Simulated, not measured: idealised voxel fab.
The document below concerns the process module designated voxel transistor to metal.
In the cross-section labelled cut, the width is 185 nm and each square cell is 5 nm.
A cross-section in this document is a grid of square cells, and it is written down as bands, the top band listed before the ones below it; a band is made up of one or more rows of cells. Top height, bottom height, nm. Materials left to right, width each, nm. Single material + "full width" = fills band edge to edge. "blank" = empty. Note: height 0 marks the level under which the wafer is uniformly one material as received. Lowest band unbounded below, written "from 0 down". So if you see something like "30..40" for the width, read it as the top row of the band sitting at the first number and the bottom row at the second, with every row in between moving by the same amount as the last. Any step labelled "everything unchanged" changed none of the cells in the cross-section. "Unvented voids" specifies each empty space that is not open to the top and that occupies no fewer than 8 cells, using the form width x height at distance, the distance measured from the left edge and all three quantities in nm. Anything after a step's settings on that line? It's the simulator's own note about the step. The setting "overlay nm" may be written on the line of a step. When the step uses a mask, the value reports how far to the right of the planned place the mask lay, and a negative value reports that it lay to the left.
[Process steps - plan]
1) op RECEIVE | material Si
2) op OXIDIZE | depth nm 5
3) op CONFORMAL_DEP | material SiN | thk nm 15
4) op DIRECTIONAL_DEP | material aC | thk nm 10
5) op PATTERN | tone cover | mask id ACTIVE | material resist | width nm 105 | thk nm 30 | overlay nm 0
6) op DIRECTIONAL_ETCH | etch materials aC | depth nm 10
7) op STRIP | etch materials resist
8) op DIRECTIONAL_ETCH | etch materials SiN | depth nm 15
9) op DIRECTIONAL_ETCH | etch materials SiO2 | depth nm 5
10) op DIRECTIONAL_ETCH | etch materials Si | depth nm 35
11) op STRIP | etch materials aC
12) op FILL_DEP | material SiO2 | thk nm 10
13) op CMP | height nm 15
14) op SELECTIVE_ETCH | etch materials SiO2 | depth nm 10
15) op STRIP | etch materials SiN
16) op SELECTIVE_ETCH | etch materials SiO2 | depth nm 5
17) op OXIDIZE | depth nm 5
18) op DIRECTIONAL_DEP | material polySi | thk nm 20
19) op DIRECTIONAL_DEP | material SiCN | thk nm 10
20) op MASKED_ETCH | tone cover | mask id GATE | width nm 25 | etch materials SiCN | depth nm 20 | overlay nm 0
21) op MASKED_ETCH | tone cover | mask id GATE | width nm 25 | etch materials polySi | depth nm 30 | overlay nm 0
22) op CONFORMAL_DEP | material SiN | thk nm 5
23) op DIRECTIONAL_ETCH | etch materials SiN | depth nm 5
24) op DIRECTIONAL_ETCH | etch materials SiO2 | depth nm 5
25) op DIRECTIONAL_ETCH | etch materials Si | depth nm 10
26) op EPI | material pSi | thk nm 10
27) op FILL_DEP | material SiO2 | thk nm 10
28) op CMP | height nm 25
29) op DIRECTIONAL_DEP | material SiO2 | thk nm 10
30) op PATTERN | tone open | mask id CONTACT | material resist | width nm 30 | pitch nm 65 | thk nm 15 | overlay nm 0
31) op DIRECTIONAL_ETCH | etch materials SiO2 | depth nm 45
32) op STRIP | etch materials resist
33) op CONFORMAL_DEP | material TiN | thk nm 5
34) op FILL_DEP | material Ru | thk nm 10
35) op CMP | height nm 35
36) op DIRECTIONAL_DEP | material TiN | thk nm 5
37) op DIRECTIONAL_DEP | material W | thk nm 20
38) op DIRECTIONAL_DEP | material aC | thk nm 15
39) op PATTERN | tone cover | mask id METAL_1 | material resist | width nm 15 | pitch nm 80 | thk nm 35 | overlay nm 0
40) op DIRECTIONAL_ETCH | etch materials aC | depth nm 15
41) op STRIP | etch materials resist
42) op DIRECTIONAL_ETCH | etch materials W | depth nm 20
43) op DIRECTIONAL_ETCH | etch materials TiN | depth nm 5
44) op STRIP | etch materials aC
45) op FILL_DEP | material SiO2 | thk nm 10
46) op CMP | height nm 60
47) op CONFORMAL_DEP | material SiCN | thk nm 5
48) op DIRECTIONAL_DEP | material lowk | thk nm 30
49) op DIRECTIONAL_DEP | material aC | thk nm 10
50) op PATTERN | tone open | mask id METAL_2 | material resist | width nm 15 | pitch nm 80 | thk nm 25 | overlay nm 0
51) op DIRECTIONAL_ETCH | etch materials aC | depth nm 10
52) op STRIP | etch materials resist
53) op DIRECTIONAL_ETCH | etch materials lowk | depth nm 15
54) op STRIP | etch materials aC
55) op DIRECTIONAL_DEP | material aC | thk nm 10
56) op PATTERN | tone open | mask id METAL_2_HOLES | material resist | width nm 15 | pitch nm 80 | thk nm 25 | overlay nm 0
57) op DIRECTIONAL_ETCH | etch materials aC | depth nm 10
58) op STRIP | etch materials resist
59) op DIRECTIONAL_ETCH | etch materials lowk | depth nm 15
60) op DIRECTIONAL_ETCH | etch materials SiCN | depth nm 5
61) op STRIP | etch materials aC
62) op CONFORMAL_DEP | material TiN | thk nm 5
63) op FILL_DEP | material Cu | thk nm 10
64) op CMP | height nm 95
65) op CONFORMAL_DEP | material SiCN | thk nm 5
Same starting wafers, different thk nm at step 47. Plan value belongs to the first wafer.
[The as-received cross-section of the first of several wafers corresponds to the state after step 1]
	from 0 down: Si full width
	Unvented voids: none
[Post step 65, the closing step of the module: first of several wafers, cross-sectioned]
	from 100 to 95: SiCN full width
	from 95 to 65: lowk: 45, TiN: 5, Cu: 5, TiN: 5, lowk: 65, TiN: 5, Cu: 5, TiN: 5, lowk: 45
	from 65 to 60: SiCN: 45, TiN: 15, SiCN: 65, TiN: 15, SiCN: 45
	from 60 to 40: SiO2: 45, W: 15, SiO2: 65, W: 15, SiO2: 45
	from 40 to 35: SiO2: 45, TiN: 15, SiO2: 65, TiN: 15, SiO2: 45
	from 35 to 25: SiO2: 45, TiN: 5, Ru: 20, TiN: 5, SiO2: 35, TiN: 5, Ru: 20, TiN: 5, SiO2: 45
	from 25 to 15: SiO2: 45, TiN: 5, Ru: 20, TiN: 5, SiN: 5, SiCN: 25, SiN: 5, TiN: 5, Ru: 20, TiN: 5, SiO2: 45
	from 15 to 5: SiO2: 45, TiN: 5, Ru: 20, TiN: 5, SiN: 5, polySi: 25, SiN: 5, TiN: 5, Ru: 20, TiN: 5, SiO2: 45
	from 5 to 0: SiO2: 45, TiN: 5, Ru: 10, TiN: 15, SiN: 5, polySi: 25, SiN: 5, TiN: 15, Ru: 10, TiN: 5, SiO2: 45
	from 0 to -5: SiO2: 35, SiN: 5, SiO2: 5, TiN: 5, Ru: 10, TiN: 5, pSi: 10, SiN: 5, polySi: 25, SiN: 5, pSi: 10, TiN: 5, Ru: 10, TiN: 5, SiO2: 5, SiN: 5, SiO2: 35
	from -5 to -10: SiO2: 45, TiN: 20, pSi: 10, SiO2: 35, pSi: 10, TiN: 20, SiO2: 45
	from -10 to -20: SiO2: 40, pSi: 35, Si: 35, pSi: 35, SiO2: 40
	from -20 to -40: SiO2: 40, Si: 105, SiO2: 40
	from -40 down: Si full width
	Unvented voids: none
[Last wafer of the set, cross-sectioned at end of module]
	from 100 to 95: SiCN full width
	from 95 to 80: lowk: 45, TiN: 5, Cu: 5, TiN: 5, lowk: 65, TiN: 5, Cu: 5, TiN: 5, lowk: 45
	from 80 to 75: SiCN: 45, TiN: 15, SiCN: 65, TiN: 15, SiCN: 45
	from 75 to 60: SiCN full width
	from 60 to 40: SiO2: 45, W: 15, SiO2: 65, W: 15, SiO2: 45
	from 40 to 35: SiO2: 45, TiN: 15, SiO2: 65, TiN: 15, SiO2: 45
	from 35 to 25: SiO2: 45, TiN: 5, Ru: 20, TiN: 5, SiO2: 35, TiN: 5, Ru: 20, TiN: 5, SiO2: 45
	from 25 to 15: SiO2: 45, TiN: 5, Ru: 20, TiN: 5, SiN: 5, SiCN: 25, SiN: 5, TiN: 5, Ru: 20, TiN: 5, SiO2: 45
	from 15 to 5: SiO2: 45, TiN: 5, Ru: 20, TiN: 5, SiN: 5, polySi: 25, SiN: 5, TiN: 5, Ru: 20, TiN: 5, SiO2: 45
	from 5 to 0: SiO2: 45, TiN: 5, Ru: 10, TiN: 15, SiN: 5, polySi: 25, SiN: 5, TiN: 15, Ru: 10, TiN: 5, SiO2: 45
	from 0 to -5: SiO2: 35, SiN: 5, SiO2: 5, TiN: 5, Ru: 10, TiN: 5, pSi: 10, SiN: 5, polySi: 25, SiN: 5, pSi: 10, TiN: 5, Ru: 10, TiN: 5, SiO2: 5, SiN: 5, SiO2: 35
	from -5 to -10: SiO2: 45, TiN: 20, pSi: 10, SiO2: 35, pSi: 10, TiN: 20, SiO2: 45
	from -10 to -20: SiO2: 40, pSi: 35, Si: 35, pSi: 35, SiO2: 40
	from -20 to -40: SiO2: 40, Si: 105, SiO2: 40
	from -40 down: Si full width
	Unvented voids: none
[Take any row and you have a wafer at the end of the module: how many cells of each material it has gained (+) or lost (-) since it was received, and then its closed voids]
thk nm 5, +12 Cu, +56 Ru, -198 Si, +78 SiCN, +14 SiN, +432 SiO2, +80 TiN, +24 W, +186 lowk, +36 pSi, +20 polySi, Unvented voids: none
thk nm 10, +10 Cu, +56 Ru, -198 Si, +115 SiCN, +14 SiN, +432 SiO2, +76 TiN, +24 W, +155 lowk, +36 pSi, +20 polySi, Unvented voids: none
thk nm 15, +8 Cu, +56 Ru, -198 Si, +152 SiCN, +14 SiN, +432 SiO2, +72 TiN, +24 W, +124 lowk, +36 pSi, +20 polySi, Unvented voids: none
thk nm 20, +6 Cu, +56 Ru, -198 Si, +189 SiCN, +14 SiN, +432 SiO2, +68 TiN, +24 W, +93 lowk, +36 pSi, +20 polySi, Unvented voids: none
